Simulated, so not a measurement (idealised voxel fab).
This is a process module. Its name is voxel released beams.
For reference, the cross-section in this document is cut, with width 160 nm and square cells of 5 nm.
Cross-section, as written here: a square-cell grid given band by band from the top down, where a band holds one or more rows of cells. Heads up on the band format: heights come first, top then bottom, in nm. After that it's the materials left to right, each with its width in nm. A single material flagged "all across" fills the whole band edge to edge, and "blank" means there's empty space there. Heights are reckoned from 0. Under this level, the received wafer is all of one material. The bottommost band is open-ended downward, for example "0 and below". Width: "30->40" (first number = top row, second number = bottom row, same change from row to row of cells). Any step labelled "no change occurred" changed none of the cells in the cross-section. Empty spaces counting at least 8 cells and having no open way to the top are listed in "Fully enclosed voids". The notation width x height at distance is used for each, the distance being from the left edge and all three values in nm. Past the settings on a step's line: simulator remark, on that step. Each step line may optionally specify "overlay nm", which for a step with a mask gives the rightward distance between the mask's planned place and where it lay, a negative value indicating the leftward direction.

PLAN
1 RECEIVE [material Si]
2 CONFORMAL_DEP [material Al2O3] [thk nm 10]
3 DIRECTIONAL_DEP [material SiO2] [thk nm 10]
4 PATTERN [tone open] [mask id ANCHOR] [material resist] [width nm 30] [thk nm 15] [overlay nm 0]
5 DIRECTIONAL_ETCH [etch materials SiO2] [depth nm 10]
6 STRIP [etch materials resist]
7 CONFORMAL_DEP [material SiN] [thk nm 10]
8 DIRECTIONAL_DEP [material aC] [thk nm 15]
9 PATTERN [tone cover] [mask id BEAM] [material resist] [width nm 95] [thk nm 30] [overlay nm 0]
10 DIRECTIONAL_ETCH [etch materials aC] [depth nm 15]
11 STRIP [etch materials resist]
12 DIRECTIONAL_ETCH [etch materials SiN] [depth nm 10]
13 STRIP [etch materials aC]
14 STRIP [etch materials SiO2]

THE CROSS-SECTION HERE SHOWS THE WAFER AS RECEIVED, I.E. IN ITS STATE AFTER STEP 1
0 and below = Si all across
Fully enclosed voids: none

CROSS-SECTIONAL IMAGE OF THE FIRST OF TWO WAFERS AT THE END OF THE MODULE, THE RUN HAVING PROCEEDED AS PLANNED
30 down to 20 = blank 30 | SiN 15 | blank 10 | SiN 70 | blank 35
20 down to 10 = blank 35 | SiN 30 | blank 95
10 down to 0 = Al2O3 all across
0 and below = Si all across
Fully enclosed voids: none

SAME START, SAME PLAN AS THE FIRST WAFER - BUT ONE MISTAKE IN THE RUN. CROSS-SECTION OF THE SECOND OF THE TWO AT THE END OF THE MODULE
20 down to 10 = blank 30 | SiN 15 | blank 10 | SiN 70 | blank 35
10 down to 0 = blank 35 | SiN 30 | blank 95
0 and below = Si all across
Fully enclosed voids: none
what went wrong: the plan's step 2 was left out and never carried out
End check, counted in cells, second wafer has more or fewer of these materials than the first: -64 Al2O3
